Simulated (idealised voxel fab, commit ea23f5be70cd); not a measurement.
process module | voxel capacitor over wiring
cross-section cut | 170 nm wide | cells 5 nm
A cross-section is a grid of square cells, given in bands from the top down. A band is one or more rows of cells.
Each band's line starts with the height of the band's top and of its bottom, in nm. Then come its materials from left to right, each with its width in nm. One material with "throughout" fills the band from edge to edge. "air" is empty space.
Height 0 is the level under which the wafer as received is all one material. The lowest band goes on downwards, as in "0 down".
A width such as "30 to 40" changes by the same amount from each row of cells to the next, from the band's top row to its bottom row.
"no change" after a step means that no cell of the cross-section changed.
closed voids: empty space of 8 cells or more with no open way to the top, each as width x height at its distance from the left edge, in nm
after a step's settings: what the simulator itself notes on the step
overlay nm, on a step with a mask: how far to the right of its planned place the mask lay; to the left if negative
plan
1 op RECEIVE | material Si
2 op CONFORMAL_DEP | material SiO2 | thk nm 10
3 op DIRECTIONAL_DEP | material TiN | thk nm 5
4 op DIRECTIONAL_DEP | material Ru | thk nm 15
5 op PATTERN | tone cover | mask id METAL_1 | material resist | width nm 25 | pitch nm 85 | thk nm 15 | overlay nm 0
6 op DIRECTIONAL_ETCH | etch materials Ru | depth nm 15
7 op DIRECTIONAL_ETCH | etch materials TiN | depth nm 5
8 op STRIP | etch materials resist
9 op FILL_DEP | material lowk | thk nm 10
10 op CMP | height nm 30
11 op CONFORMAL_DEP | material SiCN | thk nm 5
12 op DIRECTIONAL_DEP | material lowk | thk nm 10
13 op PATTERN | tone open | mask id PLUG_1 | material resist | width nm 15 | thk nm 15 | overlay nm 0
14 op DIRECTIONAL_ETCH | etch materials lowk | depth nm 10
15 op DIRECTIONAL_ETCH | etch materials SiCN | depth nm 5
16 op STRIP | etch materials resist
17 op EPI | material Ru | thk nm 10
18 op EPI | material Ru | thk nm 5
19 op DIRECTIONAL_DEP | material TiN | thk nm 10
20 op DIRECTIONAL_DEP | material Al2O3 | thk nm 5
21 op DIRECTIONAL_DEP | material TiN | thk nm 5
22 op MASKED_ETCH | tone cover | mask id UPPER_PLATE | width nm 65 | etch materials TiN | depth nm 5 | overlay nm 0
23 op MASKED_ETCH | tone cover | mask id UPPER_PLATE | width nm 65 | etch materials Al2O3 | depth nm 5 | overlay nm 0
24 op DIRECTIONAL_DEP | material aC | thk nm 15
25 op PATTERN | tone cover | mask id LOWER_PLATE | material resist | width nm 75 | thk nm 35 | overlay nm 0
26 op DIRECTIONAL_ETCH | etch materials aC | depth nm 15
27 op STRIP | etch materials resist
28 op DIRECTIONAL_ETCH | etch materials TiN | depth nm 10
29 op STRIP | etch materials aC
30 op FILL_DEP | material SiO2 | thk nm 20
31 op CMP | height nm 80
32 op DIRECTIONAL_DEP | material aC | thk nm 15
33 op PATTERN | tone open | mask id PLUG_2 | material resist | width nm 15 | thk nm 30 | overlay nm 0
34 op DIRECTIONAL_ETCH | etch materials aC | depth nm 15
35 op STRIP | etch materials resist
36 op DIRECTIONAL_ETCH | etch materials SiO2 | depth nm 15
37 op STRIP | etch materials aC
38 op CONFORMAL_DEP | material TiN | thk nm 5
39 op FILL_DEP | material Cu | thk nm 5
40 op CMP | height nm 80
41 op CONFORMAL_DEP | material SiN | thk nm 5
first wafer, as planned
as received, after step 1
  0 down: Si throughout
  closed voids: none
after step 2
  10 to 0: SiO2 throughout
  below 0: unchanged
after step 3
  15 to 10: TiN throughout
  below 10: unchanged
after step 4
  30 to 15: Ru throughout
  below 15: unchanged
after step 5
  45 to 30: air 30 | resist 25 | air 60 | resist 25 | air 30
  below 30: unchanged
after step 6
  45 to 30: air 30 | resist 25 | air 60 | resist 25 | air 30
  30 to 15: air 30 | Ru 25 | air 60 | Ru 25 | air 30
  below 15: unchanged
after step 7
  45 to 30: air 30 | resist 25 | air 60 | resist 25 | air 30
  30 to 15: air 30 | Ru 25 | air 60 | Ru 25 | air 30
  15 to 10: air 30 | TiN 25 | air 60 | TiN 25 | air 30
  below 10: unchanged
after step 8
  30 to 15: air 30 | Ru 25 | air 60 | Ru 25 | air 30
  below 15: unchanged
after step 9
  40 to 30: lowk throughout
  30 to 15: lowk 30 | Ru 25 | lowk 60 | Ru 25 | lowk 30
  15 to 10: lowk 30 | TiN 25 | lowk 60 | TiN 25 | lowk 30
  below 10: unchanged
after step 10
  30 to 15: lowk 30 | Ru 25 | lowk 60 | Ru 25 | lowk 30
  below 15: unchanged
after step 11
  35 to 30: SiCN throughout
  below 30: unchanged
after step 12
  45 to 35: lowk throughout
  below 35: unchanged
after step 13
  60 to 45: resist 40 | air 15 | resist 115
  below 45: unchanged
after step 14
  60 to 45: resist 40 | air 15 | resist 115
  45 to 35: lowk 40 | air 15 | lowk 115
  below 35: unchanged
after step 15
  60 to 45: resist 40 | air 15 | resist 115
  45 to 35: lowk 40 | air 15 | lowk 115
  35 to 30: SiCN 40 | air 15 | SiCN 115
  below 30: unchanged
after step 16
  45 to 35: lowk 40 | air 15 | lowk 115
  below 35: unchanged
after step 17
  45 to 40: lowk 40 | air 15 | lowk 115
  40 to 35: lowk 40 | Ru 15 | lowk 115
  35 to 30: SiCN 40 | Ru 15 | SiCN 115
  below 30: unchanged
after step 18
  45 to 35: lowk 40 | Ru 15 | lowk 115
  below 35: unchanged
after step 19
  55 to 45: TiN throughout
  below 45: unchanged
after step 20
  60 to 55: Al2O3 throughout
  below 55: unchanged
after step 21
  65 to 60: TiN throughout
  below 60: unchanged
after step 22
  65 to 60: air 40 | TiN 65 | air 65
  below 60: unchanged
after step 23
  65 to 60: air 40 | TiN 65 | air 65
  60 to 55: air 40 | Al2O3 65 | air 65
  below 55: unchanged
after step 24
  80 to 70: air 40 | aC 65 | air 65
  70 to 65: aC throughout
  65 to 60: aC 40 | TiN 65 | aC 65
  60 to 55: aC 40 | Al2O3 65 | aC 65
  below 55: unchanged
after step 25
  115 to 80: air 35 | resist 75 | air 60
  80 to 70: air 35 | resist 5 | aC 65 | resist 5 | air 60
  below 70: unchanged
after step 26
  100 to 80: air 35 | resist 75 | air 60
  80 to 70: air 35 | resist 5 | aC 65 | resist 5 | air 60
  70 to 65: air 35 | aC 75 | air 60
  65 to 60: air 35 | aC 5 | TiN 65 | aC 5 | air 60
  60 to 55: air 35 | aC 5 | Al2O3 65 | aC 5 | air 60
  below 55: unchanged
after step 27
  80 to 70: air 40 | aC 65 | air 65
  below 70: unchanged
after step 28
  80 to 70: air 40 | aC 65 | air 65
  70 to 65: air 35 | aC 75 | air 60
  65 to 60: air 35 | aC 5 | TiN 65 | aC 5 | air 60
  60 to 55: air 35 | aC 5 | Al2O3 65 | aC 5 | air 60
  55 to 45: air 35 | TiN 75 | air 60
  below 45: unchanged
after step 29
  65 to 60: air 40 | TiN 65 | air 65
  60 to 55: air 40 | Al2O3 65 | air 65
  below 55: unchanged
after step 30
  85 to 65: SiO2 throughout
  65 to 60: SiO2 40 | TiN 65 | SiO2 65
  60 to 55: SiO2 40 | Al2O3 65 | SiO2 65
  55 to 45: SiO2 35 | TiN 75 | SiO2 60
  below 45: unchanged
after step 31
  80 to 65: SiO2 throughout
  below 65: unchanged
after step 32
  95 to 80: aC throughout
  below 80: unchanged
after step 33
  125 to 95: resist 50 | air 15 | resist 105
  below 95: unchanged
after step 34
  110 to 95: resist 50 | air 15 | resist 105
  95 to 80: aC 50 | air 15 | aC 105
  below 80: unchanged
after step 35
  95 to 80: aC 50 | air 15 | aC 105
  below 80: unchanged
after step 36
  95 to 80: aC 50 | air 15 | aC 105
  80 to 65: SiO2 50 | air 15 | SiO2 105
  below 65: unchanged
after step 37
  80 to 65: SiO2 50 | air 15 | SiO2 105
  below 65: unchanged
after step 38
  85 to 80: TiN 55 | air 5 | TiN 110
  80 to 70: SiO2 50 | TiN 5 | air 5 | TiN 5 | SiO2 105
  70 to 60: SiO2 50 to 40 | TiN 15 to 65 | SiO2 105 to 65
  below 60: unchanged
after step 39
  90 to 85: Cu throughout
  85 to 80: TiN 55 | Cu 5 | TiN 110
  80 to 70: SiO2 50 | TiN 5 | Cu 5 | TiN 5 | SiO2 105
  below 70: unchanged
after step 40
  80 to 70: SiO2 50 | TiN 5 | Cu 5 | TiN 5 | SiO2 105
  below 70: unchanged
after step 41
  85 to 80: SiN throughout
  below 80: unchanged
second wafer: like start, like plan, one mistake. Through step 17 it matches the first wafer
when step 18 should have ended
  55 to 50: TiN 40 | air 15 | TiN 115
  50 to 45: TiN throughout
  45 to 40: lowk 40 | TiN 15 | lowk 115
  below 40: unchanged
when step 19 should have ended
  60 to 55: Ru 45 | air 5 | Ru 120
  55 to 50: TiN 40 | Ru 15 | TiN 115
  below 50: unchanged
when step 20 should have ended
  65 to 60: Al2O3 45 | air 5 | Al2O3 120
  60 to 55: Ru 45 | Al2O3 5 | Ru 120
  below 55: unchanged
when step 21 should have ended
  70 to 65: TiN 45 | air 5 | TiN 120
  65 to 60: Al2O3 45 | TiN 5 | Al2O3 120
  below 60: unchanged
when step 22 should have ended
  70 to 65: air 40 | TiN 5 | air 5 | TiN 55 | air 65
  below 65: unchanged
when step 23 should have ended
  70 to 65: air 40 | TiN 5 | air 5 | TiN 55 | air 65
  65 to 60: air 40 | Al2O3 5 | TiN 5 | Al2O3 55 | air 65
  below 60: unchanged
when step 24 should have ended
  85 to 80: air 40 | aC 5 | air 5 | aC 55 | air 65
  80 to 75: air 40 | aC 65 | air 65
  75 to 70: aC throughout
  70 to 65: aC 40 | TiN 5 | aC 5 | TiN 55 | aC 65
  65 to 60: aC 40 | Al2O3 5 | TiN 5 | Al2O3 55 | aC 65
  below 60: unchanged
when step 25 should have ended
  120 to 85: air 35 | resist 75 | air 60
  85 to 80: air 35 | resist 5 | aC 5 | resist 5 | aC 55 | resist 5 | air 60
  80 to 75: air 35 | resist 5 | aC 65 | resist 5 | air 60
  below 75: unchanged
when step 26 should have ended
  105 to 85: air 35 | resist 75 | air 60
  85 to 80: air 35 | resist 5 | aC 5 | resist 5 | aC 55 | resist 5 | air 60
  80 to 75: air 35 | resist 5 | aC 65 | resist 5 | air 60
  75 to 70: air 35 | aC 75 | air 60
  70 to 65: air 35 | aC 5 | TiN 5 | aC 5 | TiN 55 | aC 5 | air 60
  65 to 60: air 35 | aC 5 | Al2O3 5 | TiN 5 | Al2O3 55 | aC 5 | air 60
  below 60: unchanged
when step 27 should have ended
  85 to 80: air 40 | aC 5 | air 5 | aC 55 | air 65
  80 to 70: air 40 to 35 | aC 65 to 75 | air 65 to 60
  below 70: unchanged
when step 28 should have ended: no change
when step 29 should have ended
  70 to 65: air 40 | TiN 5 | air 5 | TiN 55 | air 65
  65 to 60: air 40 | Al2O3 5 | TiN 5 | Al2O3 55 | air 65
  below 60: unchanged
when step 30 should have ended
  90 to 70: SiO2 throughout
  70 to 65: SiO2 40 | TiN 5 | SiO2 5 | TiN 55 | SiO2 65
  65 to 60: SiO2 40 | Al2O3 5 | TiN 5 | Al2O3 55 | SiO2 65
  below 60: unchanged
when step 31 should have ended
  80 to 70: SiO2 throughout
  below 70: unchanged
when step 32 should have ended
  95 to 80: aC throughout
  below 80: unchanged
when step 33 should have ended
  125 to 95: resist 50 | air 15 | resist 105
  below 95: unchanged
when step 34 should have ended
  110 to 95: resist 50 | air 15 | resist 105
  95 to 80: aC 50 | air 15 | aC 105
  below 80: unchanged
when step 35 should have ended
  95 to 80: aC 50 | air 15 | aC 105
  below 80: unchanged
when step 36 should have ended
  95 to 80: aC 50 | air 15 | aC 105
  80 to 70: SiO2 50 | air 15 | SiO2 105
  below 70: unchanged
when step 37 should have ended
  80 to 70: SiO2 50 | air 15 | SiO2 105
  below 70: unchanged
when step 38 should have ended
  85 to 80: TiN 55 | air 5 | TiN 110
  80 to 75: SiO2 50 | TiN 5 | air 5 | TiN 5 | SiO2 105
  75 to 70: SiO2 50 | TiN 15 | SiO2 105
  below 70: unchanged
when step 39 should have ended
  90 to 85: Cu throughout
  85 to 80: TiN 55 | Cu 5 | TiN 110
  80 to 75: SiO2 50 | TiN 5 | Cu 5 | TiN 5 | SiO2 105
  below 75: unchanged
when step 40 should have ended
  80 to 75: SiO2 50 | TiN 5 | Cu 5 | TiN 5 | SiO2 105
  below 75: unchanged
when step 41 should have ended
  85 to 80: SiN throughout
  below 80: unchanged
what went wrong: steps 18 and 19 were swapped
at the end the second wafer has, in cells: 1 fewer of Cu | 33 more of Ru | 68 fewer of SiO2 | 36 more of TiN
